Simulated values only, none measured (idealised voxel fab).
Process module in this document: voxel released beams
Square cells of 5 nm make up the cross-section cut, whose width is 300 nm.
Format of a cross-section: grid, square cells. Given as bands. Order: top down. Band: one or more rows of cells.
Top height, bottom height, nm. Materials left to right, width each, nm. Single material + "everywhere" = fills band edge to edge. "empty" = empty.
The level at which height equals 0 is the one under which the wafer, as it arrives, is entirely one material. No lower edge exists for the bottom band, which continues downward and is notated as in "top 0, no bottom".
When a width is written as two numbers, as in "30..40", the first number is the width in the top row of cells of the band and the second is the width in its bottom row, and the width changes by the same amount from each row to the next.
Given "nothing altered" for a step, no cell of the cross-section differs between before and after that step.
Reported under the label "Unvented internal voids" are the empty spaces having no open way to the top and comprising 8 cells or more; the notation for each is width x height at distance, in which the distance is measured from the left edge and all three values are in nm.
Whatever follows a step's settings on its line is a remark the simulator itself makes about that step.
Among the settings permitted on a step's line is "overlay nm"; applied to a step with a mask, it specifies the extent to which the mask lay to the right of its planned position, whereas a negative figure signifies a position to the left.
### The steps planned for the process are as follows
1. RECEIVE,material Si
2. CONFORMAL_DEP,material Al2O3,thk nm 5
3. DIRECTIONAL_DEP,material SiO2,thk nm 15
4. MASKED_ETCH,tone open,mask id ANCHOR,width nm 35,etch materials SiO2,depth nm 15,overlay nm 0
5. CONFORMAL_DEP,material W,thk nm 10
6. PATTERN,tone cover,mask id BEAM,material resist,width nm 100,thk nm 20,overlay nm 0
7. DIRECTIONAL_ETCH,etch materials W,depth nm 10
8. STRIP,etch materials resist
9. STRIP,etch materials SiO2
All wafers enter the flow in the same state. The thk nm at step 2 differs from wafer to wafer, and the plan gives the value for the first wafer.
### The first of several wafers as received, shown in cross-section; this is its state after step 1
top 0, no bottom = Si everywhere
Unvented internal voids: none
### Note: the following table is arranged by wafer, a row apiece. Each row reports the end-of-module state: per material, cells gained (+) or cells lost (-) compared with the wafer as received; closed voids follow
thk nm 5 | +60 Al2O3 | +52 W | Unvented internal voids: none
thk nm 10 | +120 Al2O3 | +52 W | Unvented internal voids: none
thk nm 15 | +180 Al2O3 | +52 W | Unvented internal voids: none
thk nm 20 | +240 Al2O3 | +52 W | Unvented internal voids: none
thk nm 25 | +300 Al2O3 | +52 W | Unvented internal voids: none
